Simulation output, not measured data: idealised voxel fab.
Module name: voxel capacitor over wiring (process module)
The figure presents cross-section cut, which has a width of 215 nm and is divided into square cells with an edge length of 5 nm.
A cross-section is written here as square cells arranged in a grid, and it is given in bands from the top down, each band taking up one or more rows of cells.
Per band: top height and bottom height in nm, followed by the left-to-right materials and their widths in nm; "everywhere" marks a single material spanning edge to edge, "blank" marks empty space.
It should be noted that heights are counted from 0, beneath which the wafer as supplied is of one material throughout, and that the lowest band possesses no lower boundary but continues downward, as written in "z 0 and below".
With a width like "30->40", each row of cells in the band differs from the next by the same amount, the top row carrying the first number and the bottom row the second.
When a step is marked "everything unchanged", none of the cells in the cross-section changed during that step.
Each empty space that has no open way to the top and spans at least 8 cells appears under "Unvented voids" as width x height at distance, the distance counted from the left edge, all in nm.
Heads up: the bit after the settings on a step's line is the simulator's remark on that step.
"overlay nm" denotes, for a step that has a mask, the displacement of the mask to the right of its planned place, with negative values corresponding to the left.
**Planned step list for the process**
| 1 | RECEIVE: material Si |
| 2 | CONFORMAL_DEP: material SiO2, thk nm 15 |
| 3 | CONFORMAL_DEP: material SiCN, thk nm 5 |
| 4 | DIRECTIONAL_DEP: material SiO2, thk nm 20 |
| 5 | DIRECTIONAL_DEP: material aC, thk nm 15 |
| 6 | PATTERN: tone open, mask id METAL_1, material resist, width nm 20, pitch nm 75, thk nm 30, overlay nm 0 |
| 7 | DIRECTIONAL_ETCH: etch materials aC, depth nm 15 |
| 8 | STRIP: etch materials resist |
| 9 | DIRECTIONAL_ETCH: etch materials SiO2, depth nm 20 |
| 10 | DIRECTIONAL_ETCH: etch materials SiCN, depth nm 5 |
| 11 | STRIP: etch materials aC |
| 12 | CONFORMAL_DEP: material TiN, thk nm 5 |
| 13 | FILL_DEP: material W, thk nm 10 |
| 14 | CMP: height nm 40 |
| 15 | EPI: material Ru, thk nm 5 |
| 16 | FILL_DEP: material SiCN, thk nm 5 |
| 17 | DIRECTIONAL_DEP: material SiO2, thk nm 10 |
| 18 | MASKED_ETCH: tone open, mask id PLUG_1, width nm 15, etch materials SiO2, depth nm 10, overlay nm 0 |
| 19 | MASKED_ETCH: tone open, mask id PLUG_1, width nm 15, etch materials SiCN, depth nm 5, overlay nm 0 |
| 20 | EPI: material Ru, thk nm 10 |
| 21 | EPI: material Ru, thk nm 5 |
| 22 | DIRECTIONAL_DEP: material TiN, thk nm 10 |
| 23 | DIRECTIONAL_DEP: material Al2O3, thk nm 5 |
| 24 | DIRECTIONAL_DEP: material TiN, thk nm 5 |
| 25 | MASKED_ETCH: tone cover, mask id UPPER_PLATE, width nm 60, etch materials TiN, depth nm 5, overlay nm 0 |
| 26 | MASKED_ETCH: tone cover, mask id UPPER_PLATE, width nm 60, etch materials Al2O3, depth nm 5, overlay nm 0 |
| 27 | PATTERN: tone cover, mask id LOWER_PLATE, material resist, width nm 70, thk nm 20, overlay nm 0 |
| 28 | DIRECTIONAL_ETCH: etch materials TiN, depth nm 10 |
| 29 | STRIP: etch materials resist |
| 30 | FILL_DEP: material SiO2, thk nm 20 |
| 31 | CMP: height nm 95 |
| 32 | MASKED_ETCH: tone open, mask id PLUG_2, width nm 15, etch materials SiO2, depth nm 15, overlay nm 0 |
| 33 | CONFORMAL_DEP: material TiN, thk nm 5 |
| 34 | FILL_DEP: material Ru, thk nm 5 |
| 35 | CMP: height nm 95 |
| 36 | CONFORMAL_DEP: material SiCN, thk nm 5 |
**As-received wafer cross-section (after step 1)**
	z 0 and below | Si everywhere
	Unvented voids: none
**First of two wafers, end-of-module section, run followed plan**
	z 100 to 95 | SiCN everywhere
	z 95 to 85 | SiO2: 75; TiN: 5; Ru: 5; TiN: 5; SiO2: 125
	z 85 to 75 | SiO2: 75->65; TiN: 15->60; SiO2: 125->90
	z 75 to 70 | SiO2: 65; Al2O3: 60; SiO2: 90
	z 70 to 60 | SiO2: 60; TiN: 70; SiO2: 85
	z 60 to 50 | SiO2: 65; Ru: 15; SiO2: 135
	z 50 to 45 | SiCN: 65; Ru: 15; SiCN: 135
	z 45 to 40 | SiCN: 55; Ru: 30; SiCN: 45; Ru: 30; SiCN: 55
	z 40 to 20 | SiO2: 60; TiN: 5; W: 10; TiN: 5; SiO2: 55; TiN: 5; W: 10; TiN: 5; SiO2: 60
	z 20 to 15 | SiCN: 60; TiN: 20; SiCN: 55; TiN: 20; SiCN: 60
	z 15 to 0 | SiO2 everywhere
	z 0 and below | Si everywhere
	Unvented voids: none
**Cross-sectional view: second of two wafers, end of module; start and plan identical to the first, one mistake in running**
	z 100 to 95 | SiCN everywhere
	z 95 to 90 | SiO2: 75; TiN: 5; Ru: 5; TiN: 5; SiO2: 125
	z 90 to 80 | SiO2: 75; TiN: 15->50; SiO2: 125->90
	z 80 to 75 | SiO2: 80; Al2O3: 45; SiO2: 90
	z 75 to 70 | SiO2: 60; TiN: 70; SiO2: 85
	z 70 to 65 | SiO2: 60; TiN: 5; Al2O3: 15; TiN: 50; SiO2: 85
	z 65 to 55 | SiO2: 65; TiN: 15; SiO2: 135
	z 55 to 50 | SiO2 everywhere
	z 50 to 45 | SiCN everywhere
	z 45 to 40 | SiCN: 55; Ru: 30; SiCN: 45; Ru: 30; SiCN: 55
	z 40 to 20 | SiO2: 60; TiN: 5; W: 10; TiN: 5; SiO2: 55; TiN: 5; W: 10; TiN: 5; SiO2: 60
	z 20 to 15 | SiCN: 60; TiN: 20; SiCN: 55; TiN: 20; SiCN: 60
	z 15 to 0 | SiO2 everywhere
	z 0 and below | Si everywhere
	Unvented voids: none
Nonconformance to the process plan: step 17: run off-plan, actual operation and settings DIRECTIONAL_DEP: material SiO2, thk nm 15
Wrapping up, a cell-based count of both wafers puts the second over or under the first for these materials: Ru: 10 fewer, SiCN: 3 more, SiO2: 8 more, TiN: 1 fewer
